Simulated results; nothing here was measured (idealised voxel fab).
process module | voxel transistor to metal
cross-section cut | 180 nm wide | cells 5 nm
A cross-section is a grid of square cells, given in bands from the top down. A band is one or more rows of cells.
Each band's line starts with the height of the band's top and of its bottom, in nm. Then come its materials from left to right, each with its width in nm. One material with "throughout" fills the band from edge to edge. "air" is empty space.
Height 0 is the level under which the wafer as received is all one material. The lowest band goes on downwards, as in "0 down".
A width such as "30 to 40" changes by the same amount from each row of cells to the next, from the band's top row to its bottom row.
"no change" after a step means that no cell of the cross-section changed.
closed voids: empty space of 8 cells or more with no open way to the top, each as width x height at its distance from the left edge, in nm
after a step's settings: what the simulator itself notes on the step
overlay nm, on a step with a mask: how far to the right of its planned place the mask lay; to the left if negative
plan
1 op RECEIVE | material Si
2 op OXIDIZE | depth nm 5
3 op CONFORMAL_DEP | material SiN | thk nm 15
4 op DIRECTIONAL_DEP | material aC | thk nm 10
5 op PATTERN | tone cover | mask id ACTIVE | material resist | width nm 100 | thk nm 25 | overlay nm 0
6 op DIRECTIONAL_ETCH | etch materials aC | depth nm 10
7 op STRIP | etch materials resist
8 op DIRECTIONAL_ETCH | etch materials SiN | depth nm 15
9 op DIRECTIONAL_ETCH | etch materials SiO2 | depth nm 5
10 op DIRECTIONAL_ETCH | etch materials Si | depth nm 30
11 op STRIP | etch materials aC
12 op FILL_DEP | material SiO2 | thk nm 5
13 op CMP | height nm 15
14 op SELECTIVE_ETCH | etch materials SiO2 | depth nm 15
15 op STRIP | etch materials SiN
16 op SELECTIVE_ETCH | etch materials SiO2 | depth nm 5
17 op OXIDIZE | depth nm 5
18 op DIRECTIONAL_DEP | material polySi | thk nm 30
19 op DIRECTIONAL_DEP | material SiCN | thk nm 15
20 op PATTERN | tone cover | mask id GATE | material resist | width nm 20 | thk nm 20 | overlay nm 0
21 op DIRECTIONAL_ETCH | etch materials SiCN | depth nm 25
22 op DIRECTIONAL_ETCH | etch materials polySi | depth nm 40
23 op STRIP | etch materials resist
24 op CONFORMAL_DEP | material SiO2 | thk nm 5
25 op DIRECTIONAL_ETCH | etch materials SiO2 | depth nm 5
26 op CONFORMAL_DEP | material SiN | thk nm 10
27 op DIRECTIONAL_ETCH | etch materials SiN | depth nm 10
28 op DIRECTIONAL_ETCH | etch materials SiO2 | depth nm 5
29 op EPI | material SiGe | thk nm 5
30 op FILL_DEP | material SiO2 | thk nm 10
31 op CMP | height nm 40
32 op DIRECTIONAL_DEP | material SiO2 | thk nm 15
33 op MASKED_ETCH | tone open | mask id CONTACT | width nm 30 | pitch nm 60 | etch materials SiO2 | depth nm 60 | overlay nm -15
34 op CONFORMAL_DEP | material TiN | thk nm 5
35 op FILL_DEP | material W | thk nm 10
36 op CMP | height nm 55
37 op CONFORMAL_DEP | material SiCN | thk nm 5
38 op DIRECTIONAL_DEP | material lowk | thk nm 20
39 op MASKED_ETCH | tone open | mask id METAL_1 | width nm 15 | pitch nm 75 | etch materials lowk | depth nm 20 | overlay nm 0
40 op MASKED_ETCH | tone open | mask id METAL_1 | width nm 15 | pitch nm 75 | etch materials SiCN | depth nm 5 | overlay nm 0
41 op CONFORMAL_DEP | material TiN | thk nm 5
42 op FILL_DEP | material Cu | thk nm 5
43 op CMP | height nm 80
44 op EPI | material Ru | thk nm 5
45 op FILL_DEP | material SiCN | thk nm 5
46 op DIRECTIONAL_DEP | material lowk | thk nm 30
47 op MASKED_ETCH | tone open | mask id METAL_2 | width nm 15 | pitch nm 75 | etch materials lowk | depth nm 15 | overlay nm 0
48 op PATTERN | tone open | mask id METAL_2_HOLES | material resist | width nm 15 | pitch nm 75 | thk nm 20 | overlay nm 0
49 op DIRECTIONAL_ETCH | etch materials lowk | depth nm 15
50 op DIRECTIONAL_ETCH | etch materials SiCN | depth nm 5
51 op STRIP | etch materials resist
52 op CONFORMAL_DEP | material TiN | thk nm 5
53 op FILL_DEP | material Cu | thk nm 10
54 op CMP | height nm 120
55 op CONFORMAL_DEP | material SiCN | thk nm 5
varied across the wafers: overlay nm of step 33. The plan shows the first wafer's value. All wafers start alike
first wafer as received, after step 1
  0 down: Si throughout
  closed voids: none
each wafer at the end: cells of each material gained (+) or lost (-) since it was received, then its closed voids
overlay nm -15 | +20 Cu | +10 Ru | -152 Si | +134 SiCN | +12 SiGe | +36 SiN | +356 SiO2 | +108 TiN | +52 W | +300 lowk | +24 polySi | closed voids: none
overlay nm -10 | +20 Cu | +10 Ru | -152 Si | +134 SiCN | +12 SiGe | +36 SiN | +347 SiO2 | +117 TiN | +52 W | +300 lowk | +24 polySi | closed voids: none
overlay nm -5 | +20 Cu | +10 Ru | -152 Si | +134 SiCN | +12 SiGe | +36 SiN | +347 SiO2 | +117 TiN | +52 W | +300 lowk | +24 polySi | closed voids: none
overlay nm 0 | +20 Cu | +10 Ru | -152 Si | +134 SiCN | +12 SiGe | +36 SiN | +356 SiO2 | +108 TiN | +52 W | +300 lowk | +24 polySi | closed voids: none
overlay nm 5 | +20 Cu | +10 Ru | -152 Si | +134 SiCN | +12 SiGe | +36 SiN | +347 SiO2 | +117 TiN | +52 W | +300 lowk | +24 polySi | closed voids: none
overlay nm 10 | +20 Cu | +10 Ru | -152 Si | +134 SiCN | +12 SiGe | +36 SiN | +347 SiO2 | +117 TiN | +52 W | +300 lowk | +24 polySi | closed voids: none
overlay nm 15 | +20 Cu | +10 Ru | -152 Si | +134 SiCN | +12 SiGe | +36 SiN | +356 SiO2 | +108 TiN | +52 W | +300 lowk | +24 polySi | closed voids: none
